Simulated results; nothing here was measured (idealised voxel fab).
process module | voxel self aligned vias
cross-section cut | 210 nm wide | cells 5 nm
A cross-section is a grid of square cells, given in bands from the top down. A band is one or more rows of cells.
Each band's line starts with the height of the band's top and of its bottom, in nm. Then come its materials from left to right, each with its width in nm. One material with "throughout" fills the band from edge to edge. "air" is empty space.
Height 0 is the level under which the wafer as received is all one material. The lowest band goes on downwards, as in "0 down".
A width such as "30 to 40" changes by the same amount from each row of cells to the next, from the band's top row to its bottom row.
"no change" after a step means that no cell of the cross-section changed.
closed voids: empty space of 8 cells or more with no open way to the top, each as width x height at its distance from the left edge, in nm
after a step's settings: what the simulator itself notes on the step
overlay nm, on a step with a mask: how far to the right of its planned place the mask lay; to the left if negative
plan
1 op RECEIVE | material Si
2 op CONFORMAL_DEP | material SiO2 | thk nm 10
3 op CONFORMAL_DEP | material SiCN | thk nm 5
4 op DIRECTIONAL_DEP | material lowk | thk nm 30
5 op PATTERN | tone open | mask id LINES | material resist | width nm 20 | pitch nm 55 | thk nm 15 | overlay nm 0
6 op DIRECTIONAL_ETCH | etch materials lowk | depth nm 30
7 op STRIP | etch materials resist
8 op CONFORMAL_DEP | material TiN | thk nm 5
9 op FILL_DEP | material W | thk nm 10
10 op CMP | height nm 45
11 op SELECTIVE_ETCH | etch materials W Ru TiN | depth nm 10
12 op FILL_DEP | material SiN | thk nm 5
13 op CMP | height nm 45
14 op DIRECTIONAL_DEP | material lowk | thk nm 20
15 op MASKED_ETCH | tone open | mask id VIAS | width nm 40 | etch materials lowk | depth nm 20 | overlay nm 0
16 op MASKED_ETCH | tone open | mask id VIAS | width nm 40 | etch materials SiN | depth nm 10 | overlay nm 0
17 op CONFORMAL_DEP | material TiN | thk nm 5
18 op FILL_DEP | material W | thk nm 10
19 op CMP | height nm 65
20 op CONFORMAL_DEP | material SiCN | thk nm 5
varied across the wafers: thk nm of step 8. The plan shows the first wafer's value. All wafers start alike
first wafer as received, after step 1
  0 down: Si throughout
  closed voids: none
first wafer at the end, after step 20
  70 to 65: SiCN throughout
  65 to 50: lowk 55 | TiN 5 | W 30 | TiN 5 | lowk 115
  50 to 45: lowk 55 | TiN 15 | W 10 | TiN 15 | lowk 115
  45 to 40: lowk 65 | TiN 5 | W 10 | TiN 5 | lowk 35 | SiN 20 | lowk 70
  40 to 35: lowk 65 | TiN 20 | lowk 35 | SiN 20 | lowk 70
  35 to 20: lowk 65 | TiN 5 | W 10 | TiN 5 | lowk 35 | TiN 5 | W 10 | TiN 5 | lowk 70
  20 to 15: lowk 65 | TiN 20 | lowk 35 | TiN 20 | lowk 70
  15 to 10: SiCN throughout
  10 to 0: SiO2 throughout
  0 down: Si throughout
  closed voids: none
last wafer at the end
  70 to 65: SiCN throughout
  65 to 50: lowk 55 | TiN 5 | W 30 | TiN 5 | lowk 115
  50 to 45: lowk 55 | TiN 15 | W 10 | TiN 15 | lowk 115
  45 to 40: lowk 65 | TiN 5 | W 10 | TiN 5 | lowk 35 | SiN 20 | lowk 70
  40 to 35: lowk 65 | TiN 20 | lowk 35 | SiN 20 | lowk 70
  35 to 15: lowk 65 | TiN 20 | lowk 35 | TiN 20 | lowk 70
  15 to 10: SiCN throughout
  10 to 0: SiO2 throughout
  0 down: Si throughout
  closed voids: none
each wafer at the end: cells of each material gained (+) or lost (-) since it was received, then its closed voids
thk nm 5 | +84 SiCN | +8 SiN | +84 SiO2 | +38 TiN | +34 W | +340 lowk | closed voids: none
thk nm 10 | +84 SiCN | +8 SiN | +84 SiO2 | +50 TiN | +22 W | +340 lowk | closed voids: none
thk nm 15 | +84 SiCN | +8 SiN | +84 SiO2 | +50 TiN | +22 W | +340 lowk | closed voids: none
thk nm 20 | +84 SiCN | +8 SiN | +84 SiO2 | +50 TiN | +22 W | +340 lowk | closed voids: none
